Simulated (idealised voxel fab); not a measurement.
Title: Process Module voxel self aligned contacts
Cross-section cut: width 240 nm, square cells of 5 nm.
The cross-sections in this document take the form of a grid made of square cells. They are written out as bands, in order from top to bottom. Each band consists of one or more rows of cells.
The entry gives the band's vertical extent as a top height and a bottom height in nm, then its horizontal make-up as materials from left to right, each with a width in nm. "air" stands for empty space; a single material marked "throughout" fills the band edge to edge.
It should be noted that heights are counted from 0, beneath which the wafer as supplied is of one material throughout, and that the lowest band possesses no lower boundary but continues downward, as written in "from 0 down".
The notation "30->40" denotes a width that varies across the rows of cells in the band, beginning at the first number in the top row, finishing at the second number in the bottom row, and changing by an identical amount from each row to the next.
The cross-section has no changed cell in any step marked "nothing changed".
If an empty space has no open way to the top and is at least 8 cells in size, "Closed void table" lists it, written width x height at distance, where distance is measured from the left edge and every value is in nm.
after a step's settings: what the simulator itself notes on the step
overlay nm: how far to the right of its planned place the mask lay on this masked step (negative: to the left).
Planned process steps
1. RECEIVE with material Si
2. OXIDIZE with depth nm 5
3. DIRECTIONAL_DEP with material polySi, thk nm 25
4. DIRECTIONAL_DEP with material SiN, thk nm 20
5. DIRECTIONAL_DEP with material aC, thk nm 15
6. PATTERN with tone cover, mask id GATE, material resist, width nm 25, pitch nm 55, thk nm 30, overlay nm 0
7. DIRECTIONAL_ETCH with etch materials aC, depth nm 15
8. STRIP with etch materials resist
9. DIRECTIONAL_ETCH with etch materials SiN, depth nm 20
10. DIRECTIONAL_ETCH with etch materials polySi, depth nm 25
11. STRIP with etch materials aC
12. CONFORMAL_DEP with material SiN, thk nm 5
13. DIRECTIONAL_ETCH with etch materials SiN, depth nm 5
14. FILL_DEP with material SiO2, thk nm 20
15. CMP with height nm 55
16. PATTERN with tone open, mask id CONTACT, material resist, width nm 40, pitch nm 55, thk nm 20, overlay nm 0
17. DIRECTIONAL_ETCH with etch materials SiO2, depth nm 60
18. STRIP with etch materials resist
19. CONFORMAL_DEP with material TiN, thk nm 5
20. FILL_DEP with material W, thk nm 5
21. CMP with height nm 55
22. CONFORMAL_DEP with material SiCN, thk nm 5
The cross-section here shows the wafer as received, i.e. in its state after step 1
- from 0 down | Si throughout
- Closed void table: none
First wafer of two, sectioned at end of module; run went per plan
- from 60 to 55 | SiCN throughout
- from 55 to 45 | 70 nm SiO2, then 5->15 nm TiN, then 30->10 nm W, then 5->15 nm TiN, then 15 nm SiO2, then 5->15 nm TiN, then 30->10 nm W, then 5->15 nm TiN, then 75 nm SiO2
- from 45 to 25 | 45 nm SiO2, then 35 nm SiN, then 5 nm TiN, then 10 nm W, then 5 nm TiN, then 35 nm SiN, then 5 nm TiN, then 10 nm W, then 5 nm TiN, then 35 nm SiN, then 50 nm SiO2
- from 25 to 0 | 45 nm SiO2, then 5 nm SiN, then 25 nm polySi, then 5 nm SiN, then 5 nm TiN, then 10 nm W, then 5 nm TiN, then 5 nm SiN, then 25 nm polySi, then 5 nm SiN, then 5 nm TiN, then 10 nm W, then 5 nm TiN, then 5 nm SiN, then 25 nm polySi, then 5 nm SiN, then 50 nm SiO2
- from 0 to -5 | 80 nm SiO2, then 20 nm TiN, then 35 nm SiO2, then 20 nm TiN, then 85 nm SiO2
- from -5 down | Si throughout
- Closed void table: none
So this is wafer number two of the two, cut at the end of the module - it started where the first did and had the same plan, we just got one thing wrong running it
- from 60 to 55 | aC throughout
- from 55 to 45 | 70 nm SiO2, then 5->15 nm TiN, then 30->10 nm W, then 5->15 nm TiN, then 15 nm SiO2, then 5->15 nm TiN, then 30->10 nm W, then 5->15 nm TiN, then 75 nm SiO2
- from 45 to 25 | 45 nm SiO2, then 35 nm SiN, then 5 nm TiN, then 10 nm W, then 5 nm TiN, then 35 nm SiN, then 5 nm TiN, then 10 nm W, then 5 nm TiN, then 35 nm SiN, then 50 nm SiO2
- from 25 to 0 | 45 nm SiO2, then 5 nm SiN, then 25 nm polySi, then 5 nm SiN, then 5 nm TiN, then 10 nm W, then 5 nm TiN, then 5 nm SiN, then 25 nm polySi, then 5 nm SiN, then 5 nm TiN, then 10 nm W, then 5 nm TiN, then 5 nm SiN, then 25 nm polySi, then 5 nm SiN, then 50 nm SiO2
- from 0 to -5 | 80 nm SiO2, then 20 nm TiN, then 35 nm SiO2, then 20 nm TiN, then 85 nm SiO2
- from -5 down | Si throughout
- Closed void table: none
So what did we get wrong on this run? not per plan at step 22, really ran CONFORMAL_DEP with material aC, thk nm 5
Heads up, by the end the second wafer has more or fewer cells of some materials compared to the first: SiCN -48, aC +48
